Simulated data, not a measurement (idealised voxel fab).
The process module that follows is named voxel spacer lines.
FYI the section here is cut, 235 nm wide, cells are 5 nm squares.
Just so we're on the same page, the cross-sections are grids of square cells, and they're listed out in bands top to bottom, each band one or more rows deep.
A band entry consists of two parts. The first gives the height of the band's top and the height of its bottom, in nm. The rest lists the band's materials from left to right, each with its width in nm. A single material labelled with the word "edge to edge" fills the band from edge to edge, and the word "blank" marks empty space.
It should be noted that heights are counted from 0, beneath which the wafer as supplied is of one material throughout, and that the lowest band possesses no lower boundary but continues downward, as written in "top 0, no bottom".
The width entry "30 to 40" should be interpreted row by row: the top row of cells in the band takes the first number, the bottom row takes the second number, and the change between adjacent rows is uniform throughout.
You'll sometimes find "nothing different" written for a step, and that's the way of saying that nowhere in the cross-section did a cell change during that step.
The list in "Closed void list" covers empty spaces of 8 cells or more that cannot reach the top through any open way, and it gives each as width x height at distance; the distance is from the left edge, and width, height and distance are in nm.
On each step's line, the part that comes after the settings is the simulator's own comment on the step.
overlay nm: where the mask lay relative to plan, measured to the right, on steps with a mask; negatives go left.
These are the steps we planned for the process
- 1: RECEIVE with material Si
- 2: CONFORMAL_DEP with material Al2O3, thk nm 5
- 3: DIRECTIONAL_DEP with material W, thk nm 10
- 4: DIRECTIONAL_DEP with material aC, thk nm 25
- 5: PATTERN with tone cover, mask id MANDREL, material resist, width nm 15, pitch nm 60, thk nm 35, overlay nm 0
- 6: DIRECTIONAL_ETCH with etch materials aC, depth nm 25
- 7: STRIP with etch materials resist
- 8: CONFORMAL_DEP with material SiO2, thk nm 15
- 9: DIRECTIONAL_ETCH with etch materials SiO2, depth nm 15
- 10: STRIP with etch materials aC
- 11: DIRECTIONAL_ETCH with etch materials W, depth nm 10
- 12: STRIP with etch materials SiO2
- 13: FILL_DEP with material lowk, thk nm 10
- 14: CMP with height nm 15
On the first of the two wafers: run conducted according to plan
The cross-section here shows the wafer as received, i.e. in its state after step 1
top 0, no bottom = Si edge to edge
Closed void list: none
Step 2 complete: cross-section through the wafer
top 5, bottom 0 = Al2O3 edge to edge
Lower than 0, everything is as it was.
Step 3 complete: cross-section through the wafer
top 15, bottom 5 = W edge to edge
Lower than 5, everything is as it was.
Step 4 complete: cross-section through the wafer
top 40, bottom 15 = aC edge to edge
Lower than 15, everything is as it was.
Step 5 complete: cross-section through the wafer
top 75, bottom 40 = blank 50; resist 15; blank 45; resist 15; blank 45; resist 15; blank 50
Lower than 40, everything is as it was.
Step 6 complete: cross-section through the wafer
top 50, bottom 40 = blank 50; resist 15; blank 45; resist 15; blank 45; resist 15; blank 50
top 40, bottom 15 = blank 50; aC 15; blank 45; aC 15; blank 45; aC 15; blank 50
Lower than 15, everything is as it was.
Step 7 complete: cross-section through the wafer
top 40, bottom 15 = blank 50; aC 15; blank 45; aC 15; blank 45; aC 15; blank 50
Lower than 15, everything is as it was.
Step 8 complete: cross-section through the wafer
top 55, bottom 40 = blank 35; SiO2 45; blank 15; SiO2 45; blank 15; SiO2 45; blank 35
top 40, bottom 30 = blank 35; SiO2 15; aC 15; SiO2 15; blank 15; SiO2 15; aC 15; SiO2 15; blank 15; SiO2 15; aC 15; SiO2 15; blank 35
top 30, bottom 15 = SiO2 50; aC 15; SiO2 45; aC 15; SiO2 45; aC 15; SiO2 50
Lower than 15, everything is as it was.
Step 9 complete: cross-section through the wafer
top 40, bottom 15 = blank 35; SiO2 15; aC 15; SiO2 15; blank 15; SiO2 15; aC 15; SiO2 15; blank 15; SiO2 15; aC 15; SiO2 15; blank 35
Lower than 15, everything is as it was.
Step 10 complete: cross-section through the wafer
top 40, bottom 15 = blank 35; SiO2 15; blank 15; SiO2 15; blank 15; SiO2 15; blank 15; SiO2 15; blank 15; SiO2 15; blank 15; SiO2 15; blank 35
Lower than 15, everything is as it was.
Step 11 complete: cross-section through the wafer
top 40, bottom 15 = blank 35; SiO2 15; blank 15; SiO2 15; blank 15; SiO2 15; blank 15; SiO2 15; blank 15; SiO2 15; blank 15; SiO2 15; blank 35
top 15, bottom 5 = blank 35; W 15; blank 15; W 15; blank 15; W 15; blank 15; W 15; blank 15; W 15; blank 15; W 15; blank 35
Lower than 5, everything is as it was.
Step 12 complete: cross-section through the wafer
top 15, bottom 5 = blank 35; W 15; blank 15; W 15; blank 15; W 15; blank 15; W 15; blank 15; W 15; blank 15; W 15; blank 35
Lower than 5, everything is as it was.
Step 13 complete: cross-section through the wafer
top 25, bottom 15 = lowk edge to edge
top 15, bottom 5 = lowk 35; W 15; lowk 15; W 15; lowk 15; W 15; lowk 15; W 15; lowk 15; W 15; lowk 15; W 15; lowk 35
Lower than 5, everything is as it was.
Step 14 complete: cross-section through the wafer
top 15, bottom 5 = lowk 35; W 15; lowk 15; W 15; lowk 15; W 15; lowk 15; W 15; lowk 15; W 15; lowk 15; W 15; lowk 35
Lower than 5, everything is as it was.
Notes, second wafer: start = first wafer's, plan = first wafer's, execution had one mistake; history identical to first through step 8
Cross-section: second wafer, time at which step 9 was scheduled to end
top 40, bottom 25 = blank 50; aC 15; blank 45; aC 15; blank 45; aC 15; blank 50
top 25, bottom 15 = blank 35; SiO2 15; aC 15; SiO2 15; blank 15; SiO2 15; aC 15; SiO2 15; blank 15; SiO2 15; aC 15; SiO2 15; blank 35
Lower than 15, everything is as it was.
Cross-section: second wafer, time at which step 10 was scheduled to end
top 25, bottom 15 = blank 35; SiO2 15; blank 15; SiO2 15; blank 15; SiO2 15; blank 15; SiO2 15; blank 15; SiO2 15; blank 15; SiO2 15; blank 35
Lower than 15, everything is as it was.
Cross-section: second wafer, time at which step 11 was scheduled to end
top 25, bottom 15 = blank 35; SiO2 15; blank 15; SiO2 15; blank 15; SiO2 15; blank 15; SiO2 15; blank 15; SiO2 15; blank 15; SiO2 15; blank 35
top 15, bottom 5 = blank 35; W 15; blank 15; W 15; blank 15; W 15; blank 15; W 15; blank 15; W 15; blank 15; W 15; blank 35
Lower than 5, everything is as it was.
Cross-section: second wafer, time at which step 12 was scheduled to end
top 15, bottom 5 = blank 35; W 15; blank 15; W 15; blank 15; W 15; blank 15; W 15; blank 15; W 15; blank 15; W 15; blank 35
Lower than 5, everything is as it was.
Cross-section: second wafer, time at which step 13 was scheduled to end
top 25, bottom 15 = lowk edge to edge
top 15, bottom 5 = lowk 35; W 15; lowk 15; W 15; lowk 15; W 15; lowk 15; W 15; lowk 15; W 15; lowk 15; W 15; lowk 35
Lower than 5, everything is as it was.
Cross-section: second wafer, time at which step 14 was scheduled to end
top 15, bottom 5 = lowk 35; W 15; lowk 15; W 15; lowk 15; W 15; lowk 15; W 15; lowk 15; W 15; lowk 15; W 15; lowk 35
Lower than 5, everything is as it was.
Deviation noted in wafer processing: yeah, plan step 9 got run twice
The two wafers wind up with the same cross-section at the end, so whatever this model computes is the same despite the mistake.
